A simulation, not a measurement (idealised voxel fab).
voxel transistor to metal: a process module
We display cut, a cross-section 300 nm in width whose square cells are each 5 nm.
Square cells in a grid make up a cross-section in this document, and the grid is given as bands, listed from the top down, each one or more rows of cells.
Heads up on the band format: heights come first, top then bottom, in nm. After that it's the materials left to right, each with its width in nm. A single material flagged "edge to edge" fills the whole band edge to edge, and "blank" means there's empty space there.
Heights are expressed relative to 0, this being the level below which the as-received wafer comprises one material exclusively. The lowest band is unbounded in the downward direction and is denoted as in "0 -> down".
It should be noted that a width expressed as "30 to 40" varies in equal increments from row to row of cells within the band, taking the value of the first number at the top row and that of the second number at the bottom row.
"nothing was modified" for a step: no cell of the cross-section changed in that step.
"Completely sealed voids" - sealed voids, min. 8 cells, no opening to top; format: width x height at distance (distance from left edge; nm throughout).
Heads up: the bit after the settings on a step's line is the simulator's remark on that step.
overlay nm: for a step with a mask, the amount by which the mask lay right of where it was planned; a negative amount means left of it.

### Listed below are the process steps as planned
1: op RECEIVE | material Si
2: op OXIDIZE | depth nm 5
3: op CONFORMAL_DEP | material SiN | thk nm 10
4: op MASKED_ETCH | tone cover | mask id ACTIVE | width nm 110 | pitch nm 140 | etch materials SiN | depth nm 10 | overlay nm 0
5: op MASKED_ETCH | tone cover | mask id ACTIVE | width nm 110 | pitch nm 140 | etch materials SiO2 | depth nm 5 | overlay nm 0
6: op MASKED_ETCH | tone cover | mask id ACTIVE | width nm 110 | pitch nm 140 | etch materials Si | depth nm 35 | overlay nm 0
7: op FILL_DEP | material SiO2 | thk nm 15
8: op CMP | height nm 10
9: op SELECTIVE_ETCH | etch materials SiO2 | depth nm 10
10: op STRIP | etch materials SiN
11: op SELECTIVE_ETCH | etch materials SiO2 | depth nm 5
12: op OXIDIZE | depth nm 5
13: op DIRECTIONAL_DEP | material polySi | thk nm 30
14: op DIRECTIONAL_DEP | material SiCN | thk nm 15
15: op PATTERN | tone cover | mask id GATE | material resist | width nm 20 | pitch nm 140 | thk nm 15 | overlay nm 0
16: op DIRECTIONAL_ETCH | etch materials SiCN | depth nm 25
17: op DIRECTIONAL_ETCH | etch materials polySi | depth nm 40
18: op STRIP | etch materials resist
19: op CONFORMAL_DEP | material SiO2 | thk nm 5
20: op DIRECTIONAL_ETCH | etch materials SiO2 | depth nm 5
21: op CONFORMAL_DEP | material SiN | thk nm 5
22: op DIRECTIONAL_ETCH | etch materials SiN | depth nm 5
23: op DIRECTIONAL_ETCH | etch materials SiO2 | depth nm 5
24: op DIRECTIONAL_ETCH | etch materials Si | depth nm 15
25: op EPI | material pSi | thk nm 15
26: op FILL_DEP | material SiO2 | thk nm 5
27: op CMP | height nm 40
28: op DIRECTIONAL_DEP | material SiO2 | thk nm 10
29: op MASKED_ETCH | tone open | mask id CONTACT | width nm 20 | pitch nm 70 | etch materials SiO2 | depth nm 60 | overlay nm 0
30: op CONFORMAL_DEP | material TiN | thk nm 5
31: op FILL_DEP | material W | thk nm 5
32: op CMP | height nm 50
33: op CONFORMAL_DEP | material SiCN | thk nm 5
34: op DIRECTIONAL_DEP | material SiO2 | thk nm 25
35: op MASKED_ETCH | tone open | mask id METAL_1 | width nm 20 | pitch nm 70 | etch materials SiO2 | depth nm 25 | overlay nm 0
36: op MASKED_ETCH | tone open | mask id METAL_1 | width nm 20 | pitch nm 70 | etch materials SiCN | depth nm 5 | overlay nm 0
37: op CONFORMAL_DEP | material TiN | thk nm 5
38: op FILL_DEP | material Cu | thk nm 10
39: op CMP | height nm 80
40: op EPI | material Ru | thk nm 5
41: op FILL_DEP | material SiCN | thk nm 5

### Concerning the first of two wafers, which was run in accordance with the plan

### Cross-section of the wafer at receipt, which is the condition after step 1
    0 -> down: Si edge to edge
    Completely sealed voids: none

### Wafer section view after processing step 2
    0 -> -5: SiO2 edge to edge
    All layers under -5 are left as they were.

### Wafer section view after processing step 3
    10 -> 0: SiN edge to edge
    All layers under 0 are left as they were.

### Wafer section view after processing step 4
    10 -> 0: blank (25) / SiN (110) / blank (30) / SiN (110) / blank (25)
    All layers under 0 are left as they were.

### Wafer section view after processing step 5
    10 -> 0: blank (25) / SiN (110) / blank (30) / SiN (110) / blank (25)
    0 -> -5: blank (25) / SiO2 (110) / blank (30) / SiO2 (110) / blank (25)
    All layers under -5 are left as they were.

### Wafer section view after processing step 6
    10 -> 0: blank (25) / SiN (110) / blank (30) / SiN (110) / blank (25)
    0 -> -5: blank (25) / SiO2 (110) / blank (30) / SiO2 (110) / blank (25)
    -5 -> -40: blank (25) / Si (110) / blank (30) / Si (110) / blank (25)
    All layers under -40 are left as they were.

### Wafer section view after processing step 7
    25 -> 10: SiO2 edge to edge
    10 -> 0: SiO2 (25) / SiN (110) / SiO2 (30) / SiN (110) / SiO2 (25)
    0 -> -5: SiO2 edge to edge
    -5 -> -40: SiO2 (25) / Si (110) / SiO2 (30) / Si (110) / SiO2 (25)
    All layers under -40 are left as they were.

### Wafer section view after processing step 8
    10 -> 0: SiO2 (25) / SiN (110) / SiO2 (30) / SiN (110) / SiO2 (25)
    All layers under 0 are left as they were.

### Wafer section view after processing step 9
    10 -> 0: blank (25) / SiN (110) / blank (30) / SiN (110) / blank (25)
    All layers under 0 are left as they were.

### Wafer section view after processing step 10
    0 -> -5: SiO2 edge to edge
    All layers under -5 are left as they were.

### Wafer section view after processing step 11
    -5 -> -40: SiO2 (25) / Si (110) / SiO2 (30) / Si (110) / SiO2 (25)
    All layers under -40 are left as they were.

### Wafer section view after processing step 12
    -5 -> -10: SiO2 edge to edge
    All layers under -10 are left as they were.

### Wafer section view after processing step 13
    25 -> -5: polySi edge to edge
    All layers under -5 are left as they were.

### Wafer section view after processing step 14
    40 -> 25: SiCN edge to edge
    All layers under 25 are left as they were.

### Wafer section view after processing step 15
    55 -> 40: blank (70) / resist (20) / blank (120) / resist (20) / blank (70)
    All layers under 40 are left as they were.

### Wafer section view after processing step 16
    55 -> 40: blank (70) / resist (20) / blank (120) / resist (20) / blank (70)
    40 -> 25: blank (70) / SiCN (20) / blank (120) / SiCN (20) / blank (70)
    All layers under 25 are left as they were.

### Wafer section view after processing step 17
    55 -> 40: blank (70) / resist (20) / blank (120) / resist (20) / blank (70)
    40 -> 25: blank (70) / SiCN (20) / blank (120) / SiCN (20) / blank (70)
    25 -> -5: blank (70) / polySi (20) / blank (120) / polySi (20) / blank (70)
    All layers under -5 are left as they were.

### Wafer section view after processing step 18
    40 -> 25: blank (70) / SiCN (20) / blank (120) / SiCN (20) / blank (70)
    All layers under 25 are left as they were.

### Wafer section view after processing step 19
    45 -> 40: blank (65) / SiO2 (30) / blank (110) / SiO2 (30) / blank (65)
    40 -> 25: blank (65) / SiO2 (5) / SiCN (20) / SiO2 (5) / blank (110) / SiO2 (5) / SiCN (20) / SiO2 (5) / blank (65)
    25 -> 0: blank (65) / SiO2 (5) / polySi (20) / SiO2 (5) / blank (110) / SiO2 (5) / polySi (20) / SiO2 (5) / blank (65)
    0 -> -5: SiO2 (70) / polySi (20) / SiO2 (120) / polySi (20) / SiO2 (70)
    All layers under -5 are left as they were.

### Wafer section view after processing step 20
    40 -> 25: blank (65) / SiO2 (5) / SiCN (20) / SiO2 (5) / blank (110) / SiO2 (5) / SiCN (20) / SiO2 (5) / blank (65)
    25 -> -5: blank (65) / SiO2 (5) / polySi (20) / SiO2 (5) / blank (110) / SiO2 (5) / polySi (20) / SiO2 (5) / blank (65)
    All layers under -5 are left as they were.

### Wafer section view after processing step 21
    45 -> 40: blank (60) / SiN (40) / blank (100) / SiN (40) / blank (60)
    40 -> 25: blank (60) / SiN (5) / SiO2 (5) / SiCN (20) / SiO2 (5) / SiN (5) / blank (100) / SiN (5) / SiO2 (5) / SiCN (20) / SiO2 (5) / SiN (5) / blank (60)
    25 -> 0: blank (60) / SiN (5) / SiO2 (5) / polySi (20) / SiO2 (5) / SiN (5) / blank (100) / SiN (5) / SiO2 (5) / polySi (20) / SiO2 (5) / SiN (5) / blank (60)
    0 -> -5: SiN (65) / SiO2 (5) / polySi (20) / SiO2 (5) / SiN (110) / SiO2 (5) / polySi (20) / SiO2 (5) / SiN (65)
    All layers under -5 are left as they were.

### Wafer section view after processing step 22
    40 -> 25: blank (60) / SiN (5) / SiO2 (5) / SiCN (20) / SiO2 (5) / SiN (5) / blank (100) / SiN (5) / SiO2 (5) / SiCN (20) / SiO2 (5) / SiN (5) / blank (60)
    25 -> -5: blank (60) / SiN (5) / SiO2 (5) / polySi (20) / SiO2 (5) / SiN (5) / blank (100) / SiN (5) / SiO2 (5) / polySi (20) / SiO2 (5) / SiN (5) / blank (60)
    All layers under -5 are left as they were.

### Wafer section view after processing step 23
    40 -> 35: blank (60) / SiN (5) / blank (5) / SiCN (20) / blank (5) / SiN (5) / blank (100) / SiN (5) / blank (5) / SiCN (20) / blank (5) / SiN (5) / blank (60)
    35 -> 25: blank (60) / SiN (5) / SiO2 (5) / SiCN (20) / SiO2 (5) / SiN (5) / blank (100) / SiN (5) / SiO2 (5) / SiCN (20) / SiO2 (5) / SiN (5) / blank (60)
    25 -> -5: blank (60) / SiN (5) / SiO2 (5) / polySi (20) / SiO2 (5) / SiN (5) / blank (100) / SiN (5) / SiO2 (5) / polySi (20) / SiO2 (5) / SiN (5) / blank (60)
    -5 -> -10: blank (60) / SiO2 (40) / blank (100) / SiO2 (40) / blank (60)
    All layers under -10 are left as they were.

### Wafer section view after processing step 24
    40 -> 35: blank (60) / SiN (5) / blank (5) / SiCN (20) / blank (5) / SiN (5) / blank (100) / SiN (5) / blank (5) / SiCN (20) / blank (5) / SiN (5) / blank (60)
    35 -> 25: blank (60) / SiN (5) / SiO2 (5) / SiCN (20) / SiO2 (5) / SiN (5) / blank (100) / SiN (5) / SiO2 (5) / SiCN (20) / SiO2 (5) / SiN (5) / blank (60)
    25 -> -5: blank (60) / SiN (5) / SiO2 (5) / polySi (20) / SiO2 (5) / SiN (5) / blank (100) / SiN (5) / SiO2 (5) / polySi (20) / SiO2 (5) / SiN (5) / blank (60)
    -5 -> -10: blank (60) / SiO2 (40) / blank (100) / SiO2 (40) / blank (60)
    -10 -> -25: SiO2 (25) / blank (35) / Si (40) / blank (35) / SiO2 (30) / blank (35) / Si (40) / blank (35) / SiO2 (25)
    All layers under -25 are left as they were.

### Wafer section view after processing step 25
    40 -> 35: blank (60) / SiN (5) / blank (5) / SiCN (20) / blank (5) / SiN (5) / blank (100) / SiN (5) / blank (5) / SiCN (20) / blank (5) / SiN (5) / blank (60)
    35 -> 25: blank (60) / SiN (5) / SiO2 (5) / SiCN (20) / SiO2 (5) / SiN (5) / blank (100) / SiN (5) / SiO2 (5) / SiCN (20) / SiO2 (5) / SiN (5) / blank (60)
    25 -> 5: blank (60) / SiN (5) / SiO2 (5) / polySi (20) / SiO2 (5) / SiN (5) / blank (100) / SiN (5) / SiO2 (5) / polySi (20) / SiO2 (5) / SiN (5) / blank (60)
    5 -> -5: blank (45) / pSi (15) / SiN (5) / SiO2 (5) / polySi (20) / SiO2 (5) / SiN (5) / pSi (15) / blank (70) / pSi (15) / SiN (5) / SiO2 (5) / polySi (20) / SiO2 (5) / SiN (5) / pSi (15) / blank (45)
    -5 -> -10: blank (45) / pSi (15) / SiO2 (40) / pSi (15) / blank (70) / pSi (15) / SiO2 (40) / pSi (15) / blank (45)
    -10 -> -25: SiO2 (25) / pSi (35) / Si (40) / pSi (35) / SiO2 (30) / pSi (35) / Si (40) / pSi (35) / SiO2 (25)
    All layers under -25 are left as they were.

### Wafer section view after processing step 26
    45 -> 40: SiO2 edge to edge
    40 -> 25: SiO2 (60) / SiN (5) / SiO2 (5) / SiCN (20) / SiO2 (5) / SiN (5) / SiO2 (100) / SiN (5) / SiO2 (5) / SiCN (20) / SiO2 (5) / SiN (5) / SiO2 (60)
    25 -> 5: SiO2 (60) / SiN (5) / SiO2 (5) / polySi (20) / SiO2 (5) / SiN (5) / SiO2 (100) / SiN (5) / SiO2 (5) / polySi (20) / SiO2 (5) / SiN (5) / SiO2 (60)
    5 -> -5: SiO2 (45) / pSi (15) / SiN (5) / SiO2 (5) / polySi (20) / SiO2 (5) / SiN (5) / pSi (15) / SiO2 (70) / pSi (15) / SiN (5) / SiO2 (5) / polySi (20) / SiO2 (5) / SiN (5) / pSi (15) / SiO2 (45)
    -5 -> -10: SiO2 (45) / pSi (15) / SiO2 (40) / pSi (15) / SiO2 (70) / pSi (15) / SiO2 (40) / pSi (15) / SiO2 (45)
    All layers under -10 are left as they were.

### Wafer section view after processing step 27
    40 -> 25: SiO2 (60) / SiN (5) / SiO2 (5) / SiCN (20) / SiO2 (5) / SiN (5) / SiO2 (100) / SiN (5) / SiO2 (5) / SiCN (20) / SiO2 (5) / SiN (5) / SiO2 (60)
    All layers under 25 are left as they were.

### Wafer section view after processing step 28
    50 -> 40: SiO2 edge to edge
    All layers under 40 are left as they were.

### Wafer section view after processing step 29
    50 -> 40: SiO2 (35) / blank (20) / SiO2 (50) / blank (20) / SiO2 (50) / blank (20) / SiO2 (50) / blank (20) / SiO2 (35)
    40 -> 25: SiO2 (35) / blank (20) / SiO2 (5) / SiN (5) / SiO2 (5) / SiCN (20) / SiO2 (5) / SiN (5) / SiO2 (5) / blank (20) / SiO2 (50) / blank (20) / SiO2 (5) / SiN (5) / SiO2 (5) / SiCN (20) / SiO2 (5) / SiN (5) / SiO2 (5) / blank (20) / SiO2 (35)
    25 -> 5: SiO2 (35) / blank (20) / SiO2 (5) / SiN (5) / SiO2 (5) / polySi (20) / SiO2 (5) / SiN (5) / SiO2 (5) / blank (20) / SiO2 (50) / blank (20) / SiO2 (5) / SiN (5) / SiO2 (5) / polySi (20) / SiO2 (5) / SiN (5) / SiO2 (5) / blank (20) / SiO2 (35)
    5 -> -5: SiO2 (35) / blank (10) / pSi (15) / SiN (5) / SiO2 (5) / polySi (20) / SiO2 (5) / SiN (5) / pSi (15) / blank (10) / SiO2 (50) / blank (10) / pSi (15) / SiN (5) / SiO2 (5) / polySi (20) / SiO2 (5) / SiN (5) / pSi (15) / blank (10) / SiO2 (35)
    -5 -> -10: SiO2 (35) / blank (10) / pSi (15) / SiO2 (40) / pSi (15) / blank (10) / SiO2 (50) / blank (10) / pSi (15) / SiO2 (40) / pSi (15) / blank (10) / SiO2 (35)
    All layers under -10 are left as they were.

### Wafer section view after processing step 30
    55 -> 50: TiN (40) / blank (10) / TiN (60) / blank (10) / TiN (60) / blank (10) / TiN (60) / blank (10) / TiN (40)
    50 -> 40: SiO2 (35) / TiN (5) / blank (10) / TiN (5) / SiO2 (50) / TiN (5) / blank (10) / TiN (5) / SiO2 (50) / TiN (5) / blank (10) / TiN (5) / SiO2 (50) / TiN (5) / blank (10) / TiN (5) / SiO2 (35)
    40 -> 25: SiO2 (35) / TiN (5) / blank (10) / TiN (5) / SiO2 (5) / SiN (5) / SiO2 (5) / SiCN (20) / SiO2 (5) / SiN (5) / SiO2 (5) / TiN (5) / blank (10) / TiN (5) / SiO2 (50) / TiN (5) / blank (10) / TiN (5) / SiO2 (5) / SiN (5) / SiO2 (5) / SiCN (20) / SiO2 (5) / SiN (5) / SiO2 (5) / TiN (5) / blank (10) / TiN (5) / SiO2 (35)
    25 -> 10: SiO2 (35) / TiN (5) / blank (10) / TiN (5) / SiO2 (5) / SiN (5) / SiO2 (5) / polySi (20) / SiO2 (5) / SiN (5) / SiO2 (5) / TiN (5) / blank (10) / TiN (5) / SiO2 (50) / TiN (5) / blank (10) / TiN (5) / SiO2 (5) / SiN (5) / SiO2 (5) / polySi (20) / SiO2 (5) / SiN (5) / SiO2 (5) / TiN (5) / blank (10) / TiN (5) / SiO2 (35)
    10 -> 5: SiO2 (35) / TiN (20) / SiO2 (5) / SiN (5) / SiO2 (5) / polySi (20) / SiO2 (5) / SiN (5) / SiO2 (5) / TiN (20) / SiO2 (50) / TiN (20) / SiO2 (5) / SiN (5) / SiO2 (5) / polySi (20) / SiO2 (5) / SiN (5) / SiO2 (5) / TiN (20) / SiO2 (35)
    5 -> -5: SiO2 (35) / TiN (10) / pSi (15) / SiN (5) / SiO2 (5) / polySi (20) / SiO2 (5) / SiN (5) / pSi (15) / TiN (10) / SiO2 (50) / TiN (10) / pSi (15) / SiN (5) / SiO2 (5) / polySi (20) / SiO2 (5) / SiN (5) / pSi (15) / TiN (10) / SiO2 (35)
    -5 -> -10: SiO2 (35) / TiN (10) / pSi (15) / SiO2 (40) / pSi (15) / TiN (10) / SiO2 (50) / TiN (10) / pSi (15) / SiO2 (40) / pSi (15) / TiN (10) / SiO2 (35)
    All layers under -10 are left as they were.

### Wafer section view after processing step 31
    60 -> 55: W edge to edge
    55 -> 50: TiN (40) / W (10) / TiN (60) / W (10) / TiN (60) / W (10) / TiN (60) / W (10) / TiN (40)
    50 -> 40: SiO2 (35) / TiN (5) / W (10) / TiN (5) / SiO2 (50) / TiN (5) / W (10) / TiN (5) / SiO2 (50) / TiN (5) / W (10) / TiN (5) / SiO2 (50) / TiN (5) / W (10) / TiN (5) / SiO2 (35)
    40 -> 25: SiO2 (35) / TiN (5) / W (10) / TiN (5) / SiO2 (5) / SiN (5) / SiO2 (5) / SiCN (20) / SiO2 (5) / SiN (5) / SiO2 (5) / TiN (5) / W (10) / TiN (5) / SiO2 (50) / TiN (5) / W (10) / TiN (5) / SiO2 (5) / SiN (5) / SiO2 (5) / SiCN (20) / SiO2 (5) / SiN (5) / SiO2 (5) / TiN (5) / W (10) / TiN (5) / SiO2 (35)
    25 -> 10: SiO2 (35) / TiN (5) / W (10) / TiN (5) / SiO2 (5) / SiN (5) / SiO2 (5) / polySi (20) / SiO2 (5) / SiN (5) / SiO2 (5) / TiN (5) / W (10) / TiN (5) / SiO2 (50) / TiN (5) / W (10) / TiN (5) / SiO2 (5) / SiN (5) / SiO2 (5) / polySi (20) / SiO2 (5) / SiN (5) / SiO2 (5) / TiN (5) / W (10) / TiN (5) / SiO2 (35)
    All layers under 10 are left as they were.

### Wafer section view after processing step 32
    50 -> 40: SiO2 (35) / TiN (5) / W (10) / TiN (5) / SiO2 (50) / TiN (5) / W (10) / TiN (5) / SiO2 (50) / TiN (5) / W (10) / TiN (5) / SiO2 (50) / TiN (5) / W (10) / TiN (5) / SiO2 (35)
    All layers under 40 are left as they were.

### Wafer section view after processing step 33
    55 -> 50: SiCN edge to edge
    All layers under 50 are left as they were.

### Wafer section view after processing step 34
    80 -> 55: SiO2 edge to edge
    All layers under 55 are left as they were.

### Wafer section view after processing step 35
    80 -> 55: SiO2 (35) / blank (20) / SiO2 (50) / blank (20) / SiO2 (50) / blank (20) / SiO2 (50) / blank (20) / SiO2 (35)
    All layers under 55 are left as they were.

### Wafer section view after processing step 36
    80 -> 55: SiO2 (35) / blank (20) / SiO2 (50) / blank (20) / SiO2 (50) / blank (20) / SiO2 (50) / blank (20) / SiO2 (35)
    55 -> 50: SiCN (35) / blank (20) / SiCN (50) / blank (20) / SiCN (50) / blank (20) / SiCN (50) / blank (20) / SiCN (35)
    All layers under 50 are left as they were.

### Wafer section view after processing step 37
    85 -> 80: TiN (40) / blank (10) / TiN (60) / blank (10) / TiN (60) / blank (10) / TiN (60) / blank (10) / TiN (40)
    80 -> 55: SiO2 (35) / TiN (5) / blank (10) / TiN (5) / SiO2 (50) / TiN (5) / blank (10) / TiN (5) / SiO2 (50) / TiN (5) / blank (10) / TiN (5) / SiO2 (50) / TiN (5) / blank (10) / TiN (5) / SiO2 (35)
    55 -> 50: SiCN (35) / TiN (20) / SiCN (50) / TiN (20) / SiCN (50) / TiN (20) / SiCN (50) / TiN (20) / SiCN (35)
    All layers under 50 are left as they were.

### Wafer section view after processing step 38
    95 -> 85: Cu edge to edge
    85 -> 80: TiN (40) / Cu (10) / TiN (60) / Cu (10) / TiN (60) / Cu (10) / TiN (60) / Cu (10) / TiN (40)
    80 -> 55: SiO2 (35) / TiN (5) / Cu (10) / TiN (5) / SiO2 (50) / TiN (5) / Cu (10) / TiN (5) / SiO2 (50) / TiN (5) / Cu (10) / TiN (5) / SiO2 (50) / TiN (5) / Cu (10) / TiN (5) / SiO2 (35)
    All layers under 55 are left as they were.

### Wafer section view after processing step 39
    80 -> 55: SiO2 (35) / TiN (5) / Cu (10) / TiN (5) / SiO2 (50) / TiN (5) / Cu (10) / TiN (5) / SiO2 (50) / TiN (5) / Cu (10) / TiN (5) / SiO2 (50) / TiN (5) / Cu (10) / TiN (5) / SiO2 (35)
    All layers under 55 are left as they were.

### Wafer section view after processing step 40
    85 -> 80: blank (30) / Ru (30) / blank (40) / Ru (30) / blank (40) / Ru (30) / blank (40) / Ru (30) / blank (30)
    All layers under 80 are left as they were.

### Wafer section view after processing step 41
    90 -> 85: SiCN edge to edge
    85 -> 80: SiCN (30) / Ru (30) / SiCN (40) / Ru (30) / SiCN (40) / Ru (30) / SiCN (40) / Ru (30) / SiCN (30)
    All layers under 80 are left as they were.

### Regarding the second of the two wafers: it shared the first wafer's starting condition and process plan, yet one error occurred during its execution. Its history coincides with that of the first wafer up to and including step 34

### Cross-sectional representation of the second wafer at the time designated in the plan for the completion of step 35
    80 -> 55: blank (35) / SiO2 (20) / blank (50) / SiO2 (20) / blank (50) / SiO2 (20) / blank (50) / SiO2 (20) / blank (35)
    All layers under 55 are left as they were.

Cross-sectional representation of the second wafer at the time designated in the plan for the completion of step 36: nothing was modified

### Cross-sectional representation of the second wafer at the time designated in the plan for the completion of step 37
    85 -> 80: blank (30) / TiN (30) / blank (40) / TiN (30) / blank (40) / TiN (30) / blank (40) / TiN (30) / blank (30)
    80 -> 60: blank (30) / TiN (5) / SiO2 (20) / TiN (5) / blank (40) / TiN (5) / SiO2 (20) / TiN (5) / blank (40) / TiN (5) / SiO2 (20) / TiN (5) / blank (40) / TiN (5) / SiO2 (20) / TiN (5) / blank (30)
    60 -> 55: TiN (35) / SiO2 (20) / TiN (50) / SiO2 (20) / TiN (50) / SiO2 (20) / TiN (50) / SiO2 (20) / TiN (35)
    All layers under 55 are left as they were.

### Cross-sectional representation of the second wafer at the time designated in the plan for the completion of step 38
    95 -> 85: Cu edge to edge
    85 -> 80: Cu (30) / TiN (30) / Cu (40) / TiN (30) / Cu (40) / TiN (30) / Cu (40) / TiN (30) / Cu (30)
    80 -> 60: Cu (30) / TiN (5) / SiO2 (20) / TiN (5) / Cu (40) / TiN (5) / SiO2 (20) / TiN (5) / Cu (40) / TiN (5) / SiO2 (20) / TiN (5) / Cu (40) / TiN (5) / SiO2 (20) / TiN (5) / Cu (30)
    All layers under 60 are left as they were.

### Cross-sectional representation of the second wafer at the time designated in the plan for the completion of step 39
    80 -> 60: Cu (30) / TiN (5) / SiO2 (20) / TiN (5) / Cu (40) / TiN (5) / SiO2 (20) / TiN (5) / Cu (40) / TiN (5) / SiO2 (20) / TiN (5) / Cu (40) / TiN (5) / SiO2 (20) / TiN (5) / Cu (30)
    All layers under 60 are left as they were.

### Cross-sectional representation of the second wafer at the time designated in the plan for the completion of step 40
    85 -> 80: Ru (40) / blank (10) / Ru (60) / blank (10) / Ru (60) / blank (10) / Ru (60) / blank (10) / Ru (40)
    All layers under 80 are left as they were.

### Cross-sectional representation of the second wafer at the time designated in the plan for the completion of step 41
    90 -> 85: SiCN edge to edge
    85 -> 80: Ru (40) / SiCN (10) / Ru (60) / SiCN (10) / Ru (60) / SiCN (10) / Ru (60) / SiCN (10) / Ru (40)
    All layers under 80 are left as they were.
Want to know what went wrong? not per plan at step 35, really ran op MASKED_ETCH | tone cover | mask id METAL_1 | width nm 20 | pitch nm 70 | etch materials SiO2 | depth nm 25 | overlay nm 0
Count the cells at the end and the second wafer has more or fewer of some materials than the first: Cu +104; Ru +28; SiCN -12; SiO2 -140; TiN +20
